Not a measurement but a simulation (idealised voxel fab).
This is a process module. Its name is voxel air gaps.
Each square cell in cross-section cut measures 5 nm, and the section as a whole is 240 nm wide.
Notation: cross-section as square-cell grid; stated in bands, top first, going down; one or more cell rows per band. Heads up on the band format: heights come first, top then bottom, in nm. After that it's the materials left to right, each with its width in nm. A single material flagged "throughout" fills the whole band edge to edge, and "empty" means there's empty space there. Heights are measured from 0, the level below which the as-received wafer is all one material; the lowest band has no bottom and continues downward, written as in "from 0 down". Width "30->40": first value at the band's top row of cells, second value at its bottom row, equal change from row to row. "remained unchanged" means the step left every cell of the cross-section as it was. Closed empty spaces (no open way to the top) of 8 cells or more are what "closed voids" lists, each as width x height at distance from the left edge, nm for all three. On each step's line, the part that comes after the settings is the simulator's own comment on the step. "overlay nm" on a masked step: distance the mask lay right of its planned place, negative for left.

## Process steps foreseen in the plan
| 1 | RECEIVE | material Si |
| 2 | CONFORMAL_DEP | material SiO2 | thk nm 10 |
| 3 | CONFORMAL_DEP | material SiCN | thk nm 5 |
| 4 | DIRECTIONAL_DEP | material SiO2 | thk nm 40 |
| 5 | MASKED_ETCH | tone open | mask id LINES | width nm 15 | pitch nm 45 | etch materials SiO2 | depth nm 40 | overlay nm 0 |
| 6 | CONFORMAL_DEP | material TiN | thk nm 5 |
| 7 | FILL_DEP | material Cu | thk nm 10 |
| 8 | CMP | height nm 55 |
| 9 | EPI | material Ru | thk nm 10 |
| 10 | SELECTIVE_ETCH | etch materials SiO2 | depth nm 50 |
| 11 | CONFORMAL_DEP | material SiCN | thk nm 5 |

## First of two wafers - as planned

## as received, after step 1
	from 0 down | Si throughout
	closed voids: none

## The following cross-section depicts the wafer upon completion of step 2
	from 10 to 0 | SiO2 throughout
	No changes below 0.

## The following cross-section depicts the wafer upon completion of step 3
	from 15 to 10 | SiCN throughout
	No changes below 10.

## The following cross-section depicts the wafer upon completion of step 4
	from 55 to 15 | SiO2 throughout
	No changes below 15.

## The following cross-section depicts the wafer upon completion of step 5
	from 55 to 15 | SiO2 45 nm, then empty 15 nm, then SiO2 30 nm, then empty 15 nm, then SiO2 30 nm, then empty 15 nm, then SiO2 30 nm, then empty 15 nm, then SiO2 45 nm
	No changes below 15.

## The following cross-section depicts the wafer upon completion of step 6
	from 60 to 55 | TiN 50 nm, then empty 5 nm, then TiN 40 nm, then empty 5 nm, then TiN 40 nm, then empty 5 nm, then TiN 40 nm, then empty 5 nm, then TiN 50 nm
	from 55 to 20 | SiO2 45 nm, then TiN 5 nm, then empty 5 nm, then TiN 5 nm, then SiO2 30 nm, then TiN 5 nm, then empty 5 nm, then TiN 5 nm, then SiO2 30 nm, then TiN 5 nm, then empty 5 nm, then TiN 5 nm, then SiO2 30 nm, then TiN 5 nm, then empty 5 nm, then TiN 5 nm, then SiO2 45 nm
	from 20 to 15 | SiO2 45 nm, then TiN 15 nm, then SiO2 30 nm, then TiN 15 nm, then SiO2 30 nm, then TiN 15 nm, then SiO2 30 nm, then TiN 15 nm, then SiO2 45 nm
	No changes below 15.

## The following cross-section depicts the wafer upon completion of step 7
	from 70 to 60 | Cu throughout
	from 60 to 55 | TiN 50 nm, then Cu 5 nm, then TiN 40 nm, then Cu 5 nm, then TiN 40 nm, then Cu 5 nm, then TiN 40 nm, then Cu 5 nm, then TiN 50 nm
	from 55 to 20 | SiO2 45 nm, then TiN 5 nm, then Cu 5 nm, then TiN 5 nm, then SiO2 30 nm, then TiN 5 nm, then Cu 5 nm, then TiN 5 nm, then SiO2 30 nm, then TiN 5 nm, then Cu 5 nm, then TiN 5 nm, then SiO2 30 nm, then TiN 5 nm, then Cu 5 nm, then TiN 5 nm, then SiO2 45 nm
	No changes below 20.

## The following cross-section depicts the wafer upon completion of step 8
	from 55 to 20 | SiO2 45 nm, then TiN 5 nm, then Cu 5 nm, then TiN 5 nm, then SiO2 30 nm, then TiN 5 nm, then Cu 5 nm, then TiN 5 nm, then SiO2 30 nm, then TiN 5 nm, then Cu 5 nm, then TiN 5 nm, then SiO2 30 nm, then TiN 5 nm, then Cu 5 nm, then TiN 5 nm, then SiO2 45 nm
	No changes below 20.

## The following cross-section depicts the wafer upon completion of step 9
	from 65 to 55 | empty 35 nm, then Ru 35 nm, then empty 10 nm, then Ru 35 nm, then empty 10 nm, then Ru 35 nm, then empty 10 nm, then Ru 35 nm, then empty 35 nm
	No changes below 55.

## The following cross-section depicts the wafer upon completion of step 10
	from 65 to 55 | empty 35 nm, then Ru 35 nm, then empty 10 nm, then Ru 35 nm, then empty 10 nm, then Ru 35 nm, then empty 10 nm, then Ru 35 nm, then empty 35 nm
	from 55 to 20 | empty 45 nm, then TiN 5 nm, then Cu 5 nm, then TiN 5 nm, then empty 30 nm, then TiN 5 nm, then Cu 5 nm, then TiN 5 nm, then empty 30 nm, then TiN 5 nm, then Cu 5 nm, then TiN 5 nm, then empty 30 nm, then TiN 5 nm, then Cu 5 nm, then TiN 5 nm, then empty 45 nm
	from 20 to 15 | empty 45 nm, then TiN 15 nm, then empty 30 nm, then TiN 15 nm, then empty 30 nm, then TiN 15 nm, then empty 30 nm, then TiN 15 nm, then empty 45 nm
	No changes below 15.

## The following cross-section depicts the wafer upon completion of step 11
	from 70 to 65 | empty 30 nm, then SiCN 180 nm, then empty 30 nm
	from 65 to 55 | empty 30 nm, then SiCN 5 nm, then Ru 35 nm, then SiCN 10 nm, then Ru 35 nm, then SiCN 10 nm, then Ru 35 nm, then SiCN 10 nm, then Ru 35 nm, then SiCN 5 nm, then empty 30 nm
	from 55 to 50 | empty 30 nm, then SiCN 15 nm, then TiN 5 nm, then Cu 5 nm, then TiN 5 nm, then SiCN 30 nm, then TiN 5 nm, then Cu 5 nm, then TiN 5 nm, then SiCN 30 nm, then TiN 5 nm, then Cu 5 nm, then TiN 5 nm, then SiCN 30 nm, then TiN 5 nm, then Cu 5 nm, then TiN 5 nm, then SiCN 15 nm, then empty 30 nm
	from 50 to 20 | empty 40 nm, then SiCN 5 nm, then TiN 5 nm, then Cu 5 nm, then TiN 5 nm, then SiCN 5 nm, then empty 20 nm, then SiCN 5 nm, then TiN 5 nm, then Cu 5 nm, then TiN 5 nm, then SiCN 5 nm, then empty 20 nm, then SiCN 5 nm, then TiN 5 nm, then Cu 5 nm, then TiN 5 nm, then SiCN 5 nm, then empty 20 nm, then SiCN 5 nm, then TiN 5 nm, then Cu 5 nm, then TiN 5 nm, then SiCN 5 nm, then empty 40 nm
	from 20 to 15 | SiCN 45 nm, then TiN 15 nm, then SiCN 30 nm, then TiN 15 nm, then SiCN 30 nm, then TiN 15 nm, then SiCN 30 nm, then TiN 15 nm, then SiCN 45 nm
	No changes below 15.
	closed voids: 20 x 30 at 65; 20 x 30 at 110; 20 x 30 at 155

## Second wafer - shared start and plan with the first - one error in running - same as the first up to step 4 inclusive

## Second wafer at the planned finish of step 5, seen in cross-section
	from 55 to 15 | SiO2 50 nm, then empty 15 nm, then SiO2 30 nm, then empty 15 nm, then SiO2 30 nm, then empty 15 nm, then SiO2 30 nm, then empty 15 nm, then SiO2 40 nm
	No changes below 15.

## Second wafer at the planned finish of step 6, seen in cross-section
	from 60 to 55 | TiN 55 nm, then empty 5 nm, then TiN 40 nm, then empty 5 nm, then TiN 40 nm, then empty 5 nm, then TiN 40 nm, then empty 5 nm, then TiN 45 nm
	from 55 to 20 | SiO2 50 nm, then TiN 5 nm, then empty 5 nm, then TiN 5 nm, then SiO2 30 nm, then TiN 5 nm, then empty 5 nm, then TiN 5 nm, then SiO2 30 nm, then TiN 5 nm, then empty 5 nm, then TiN 5 nm, then SiO2 30 nm, then TiN 5 nm, then empty 5 nm, then TiN 5 nm, then SiO2 40 nm
	from 20 to 15 | SiO2 50 nm, then TiN 15 nm, then SiO2 30 nm, then TiN 15 nm, then SiO2 30 nm, then TiN 15 nm, then SiO2 30 nm, then TiN 15 nm, then SiO2 40 nm
	No changes below 15.

## Second wafer at the planned finish of step 7, seen in cross-section
	from 70 to 60 | Cu throughout
	from 60 to 55 | TiN 55 nm, then Cu 5 nm, then TiN 40 nm, then Cu 5 nm, then TiN 40 nm, then Cu 5 nm, then TiN 40 nm, then Cu 5 nm, then TiN 45 nm
	from 55 to 20 | SiO2 50 nm, then TiN 5 nm, then Cu 5 nm, then TiN 5 nm, then SiO2 30 nm, then TiN 5 nm, then Cu 5 nm, then TiN 5 nm, then SiO2 30 nm, then TiN 5 nm, then Cu 5 nm, then TiN 5 nm, then SiO2 30 nm, then TiN 5 nm, then Cu 5 nm, then TiN 5 nm, then SiO2 40 nm
	No changes below 20.

## Second wafer at the planned finish of step 8, seen in cross-section
	from 55 to 20 | SiO2 50 nm, then TiN 5 nm, then Cu 5 nm, then TiN 5 nm, then SiO2 30 nm, then TiN 5 nm, then Cu 5 nm, then TiN 5 nm, then SiO2 30 nm, then TiN 5 nm, then Cu 5 nm, then TiN 5 nm, then SiO2 30 nm, then TiN 5 nm, then Cu 5 nm, then TiN 5 nm, then SiO2 40 nm
	No changes below 20.

## Second wafer at the planned finish of step 9, seen in cross-section
	from 65 to 55 | empty 40 nm, then Ru 35 nm, then empty 10 nm, then Ru 35 nm, then empty 10 nm, then Ru 35 nm, then empty 10 nm, then Ru 35 nm, then empty 30 nm
	No changes below 55.

## Second wafer at the planned finish of step 10, seen in cross-section
	from 65 to 55 | empty 40 nm, then Ru 35 nm, then empty 10 nm, then Ru 35 nm, then empty 10 nm, then Ru 35 nm, then empty 10 nm, then Ru 35 nm, then empty 30 nm
	from 55 to 20 | empty 50 nm, then TiN 5 nm, then Cu 5 nm, then TiN 5 nm, then empty 30 nm, then TiN 5 nm, then Cu 5 nm, then TiN 5 nm, then empty 30 nm, then TiN 5 nm, then Cu 5 nm, then TiN 5 nm, then empty 30 nm, then TiN 5 nm, then Cu 5 nm, then TiN 5 nm, then empty 40 nm
	from 20 to 15 | empty 50 nm, then TiN 15 nm, then empty 30 nm, then TiN 15 nm, then empty 30 nm, then TiN 15 nm, then empty 30 nm, then TiN 15 nm, then empty 40 nm
	No changes below 15.

## Second wafer at the planned finish of step 11, seen in cross-section
	from 70 to 65 | empty 35 nm, then SiCN 180 nm, then empty 25 nm
	from 65 to 55 | empty 35 nm, then SiCN 5 nm, then Ru 35 nm, then SiCN 10 nm, then Ru 35 nm, then SiCN 10 nm, then Ru 35 nm, then SiCN 10 nm, then Ru 35 nm, then SiCN 5 nm, then empty 25 nm
	from 55 to 50 | empty 35 nm, then SiCN 15 nm, then TiN 5 nm, then Cu 5 nm, then TiN 5 nm, then SiCN 30 nm, then TiN 5 nm, then Cu 5 nm, then TiN 5 nm, then SiCN 30 nm, then TiN 5 nm, then Cu 5 nm, then TiN 5 nm, then SiCN 30 nm, then TiN 5 nm, then Cu 5 nm, then TiN 5 nm, then SiCN 15 nm, then empty 25 nm
	from 50 to 20 | empty 45 nm, then SiCN 5 nm, then TiN 5 nm, then Cu 5 nm, then TiN 5 nm, then SiCN 5 nm, then empty 20 nm, then SiCN 5 nm, then TiN 5 nm, then Cu 5 nm, then TiN 5 nm, then SiCN 5 nm, then empty 20 nm, then SiCN 5 nm, then TiN 5 nm, then Cu 5 nm, then TiN 5 nm, then SiCN 5 nm, then empty 20 nm, then SiCN 5 nm, then TiN 5 nm, then Cu 5 nm, then TiN 5 nm, then SiCN 5 nm, then empty 35 nm
	from 20 to 15 | SiCN 50 nm, then TiN 15 nm, then SiCN 30 nm, then TiN 15 nm, then SiCN 30 nm, then TiN 15 nm, then SiCN 30 nm, then TiN 15 nm, then SiCN 40 nm
	No changes below 15.
	closed voids: 20 x 30 at 70; 20 x 30 at 115; 20 x 30 at 160
Run error: the process deviated at step 5: the operation and settings actually run there were MASKED_ETCH | tone open | mask id LINES | width nm 15 | pitch nm 45 | etch materials SiO2 | depth nm 40 | overlay nm 5
In the final comparison it is observed that the number of cells assigned to each material is identical for the two wafers, whereas their placement is not.
